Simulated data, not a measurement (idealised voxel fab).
Documented hereafter: the process module known as voxel spacer lines.
It is cross-section cut that appears here, measuring 265 nm in width, its square cells being 5 nm in size.
In what follows, cross-sections appear as grids of square cells, described through bands that run from the top down, where every band is one or more rows of cells.
Read a band's entry like this: the first values are the height of its top and the height of its bottom in nm, and what follows is the sequence of materials from left to right, each with its width in nm. Note that "blank" is empty space, and that a single material marked "everywhere" reaches across the band from edge to edge.
Measure heights from 0. That's the level where, below it, the as-received wafer is all one material. The lowest band is bottomless and extends downward; write it as in "0 and below".
Graded width ("30 to 40"): value in top row of band = first number; value in bottom row = second number; row-to-row change constant.
Where a step carries "stayed the same", the cross-section came out of it unchanged, cell for cell.
For the entry "Closed-off voids", the listed items are empty spaces with no open way to the top whose size is 8 cells or more; each item follows the pattern width x height at distance, where distance is from the left edge and all three are in nm.
Text after the settings on a step's line: the simulator's own remark on that step.
A step line may carry the setting "overlay nm", which, for steps involving a mask, states the distance by which the mask lay to the right of its intended position; negative values denote displacement to the left.

### Process steps - plan
1,RECEIVE (material Si)
2,CONFORMAL_DEP (material Al2O3; thk nm 10)
3,DIRECTIONAL_DEP (material W; thk nm 10)
4,DIRECTIONAL_DEP (material polySi; thk nm 25)
5,PATTERN (tone cover; mask id MANDREL; material resist; width nm 20; pitch nm 70; thk nm 30; overlay nm 0)
6,DIRECTIONAL_ETCH (etch materials polySi; depth nm 25)
7,STRIP (etch materials resist)
8,CONFORMAL_DEP (material SiO2; thk nm 15)
9,DIRECTIONAL_ETCH (etch materials SiO2; depth nm 15)
10,STRIP (etch materials polySi)
11,DIRECTIONAL_ETCH (etch materials W; depth nm 10)
12,STRIP (etch materials SiO2)

### Cross-section: wafer on arrival = after step 1
  0 and below = Si everywhere
  Closed-off voids: none

### Cross-sectional result after module completion. Note: starting condition and plan are unchanged from above; one processing mistake was made
  20 down to 10 = blank: 85 | W: 20 | blank: 50 | W: 20 | blank: 90
  10 down to 0 = Al2O3 everywhere
  0 and below = Si everywhere
  Closed-off voids: none
Diagnosis: step 5 ran as: PATTERN (tone open; mask id MANDREL; material resist; width nm 20; pitch nm 70; thk nm 30; overlay nm 0)
